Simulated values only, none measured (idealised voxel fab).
Process module heading - voxel double patterning
Square cell edge 5 nm, section width 240 nm, ID cut.
Notation: cross-section as square-cell grid; stated in bands, top first, going down; one or more cell rows per band.
In this notation a band is specified by the heights of its top and bottom, in that order and in nm, after which its materials appear from left to right, each paired with its width in nm. The word "full width" attached to a single material means that material fills the band from edge to edge; the word "empty" stands for empty space.
Measure heights from 0. That's the level where, below it, the as-received wafer is all one material. The lowest band is bottomless and extends downward; write it as in "z 0 and below".
Read "30->40" as a graded width: first number on top, second number at the bottom, same change between each pair of neighbouring rows.
Step marked "stayed the same"? Then no cell in the cross-section changed in it.
Entry "Enclosed empty spaces". Content: empty spaces with no open connection to the top, size 8 cells or greater. Each: width x height at distance. Distance: from left edge. Unit: nm.
That trailing text on a step's line, after the settings, is the simulator's own remark on the step.
overlay nm: for a step with a mask, the amount by which the mask lay right of where it was planned; a negative amount means left of it.

-- The following list gives the planned process steps
1) RECEIVE: material Si
2) CONFORMAL_DEP: material SiO2, thk nm 10
3) DIRECTIONAL_DEP: material polySi, thk nm 15
4) DIRECTIONAL_DEP: material SiN, thk nm 10
5) MASKED_ETCH: tone open, mask id FIRST, width nm 15, pitch nm 50, etch materials SiN, depth nm 10, overlay nm 0
6) MASKED_ETCH: tone open, mask id SECOND, width nm 15, pitch nm 50, etch materials SiN, depth nm 10, overlay nm 0
7) DIRECTIONAL_ETCH: etch materials polySi, depth nm 15
8) STRIP: etch materials SiN

-- First wafer, two in total, run as planned

-- Cross-section of the incoming wafer, state after step 1
    z 0 and below = Si full width
    Enclosed empty spaces: none

-- State of the wafer after step 2, shown in cross-section
    z 10 to 0 = SiO2 full width
    At heights below 0, the structure remains unaltered.

-- State of the wafer after step 3, shown in cross-section
    z 25 to 10 = polySi full width
    At heights below 10, the structure remains unaltered.

-- State of the wafer after step 4, shown in cross-section
    z 35 to 25 = SiN full width
    At heights below 25, the structure remains unaltered.

-- State of the wafer after step 5, shown in cross-section
    z 35 to 25 = SiN (60) | empty (15) | SiN (35) | empty (15) | SiN (35) | empty (15) | SiN (65)
    At heights below 25, the structure remains unaltered.

-- State of the wafer after step 6, shown in cross-section
    z 35 to 25 = SiN (60) | empty (15) | SiN (10) | empty (15) | SiN (10) | empty (15) | SiN (10) | empty (15) | SiN (10) | empty (15) | SiN (65)
    At heights below 25, the structure remains unaltered.

-- State of the wafer after step 7, shown in cross-section
    z 35 to 25 = SiN (60) | empty (15) | SiN (10) | empty (15) | SiN (10) | empty (15) | SiN (10) | empty (15) | SiN (10) | empty (15) | SiN (65)
    z 25 to 10 = polySi (60) | empty (15) | polySi (10) | empty (15) | polySi (10) | empty (15) | polySi (10) | empty (15) | polySi (10) | empty (15) | polySi (65)
    At heights below 10, the structure remains unaltered.

-- State of the wafer after step 8, shown in cross-section
    z 25 to 10 = polySi (60) | empty (15) | polySi (10) | empty (15) | polySi (10) | empty (15) | polySi (10) | empty (15) | polySi (10) | empty (15) | polySi (65)
    At heights below 10, the structure remains unaltered.

-- Second Wafer (Identical Start and Plan, One Processing Error; Matches First Wafer Through Step 4)

-- Cross-section of the second wafer at the time step 5 of the plan should have ended
    z 35 to 25 = SiN (65) | empty (15) | SiN (35) | empty (15) | SiN (35) | empty (15) | SiN (60)
    At heights below 25, the structure remains unaltered.

-- Cross-section of the second wafer at the time step 6 of the plan should have ended
    z 35 to 25 = SiN (65) | empty (15) | SiN (5) | empty (15) | SiN (15) | empty (15) | SiN (5) | empty (15) | SiN (15) | empty (15) | SiN (60)
    At heights below 25, the structure remains unaltered.

-- Cross-section of the second wafer at the time step 7 of the plan should have ended
    z 35 to 25 = SiN (65) | empty (15) | SiN (5) | empty (15) | SiN (15) | empty (15) | SiN (5) | empty (15) | SiN (15) | empty (15) | SiN (60)
    z 25 to 10 = polySi (65) | empty (15) | polySi (5) | empty (15) | polySi (15) | empty (15) | polySi (5) | empty (15) | polySi (15) | empty (15) | polySi (60)
    At heights below 10, the structure remains unaltered.

-- Cross-section of the second wafer at the time step 8 of the plan should have ended
    z 25 to 10 = polySi (65) | empty (15) | polySi (5) | empty (15) | polySi (15) | empty (15) | polySi (5) | empty (15) | polySi (15) | empty (15) | polySi (60)
    At heights below 10, the structure remains unaltered.
Where did the run depart from the plan? step 5 was not run as planned; what actually ran was MASKED_ETCH: tone open, mask id FIRST, width nm 15, pitch nm 50, etch materials SiN, depth nm 10, overlay nm 5
By the end, you'd get the same cell count for each material on either wafer, but the second wafer puts them somewhere else.
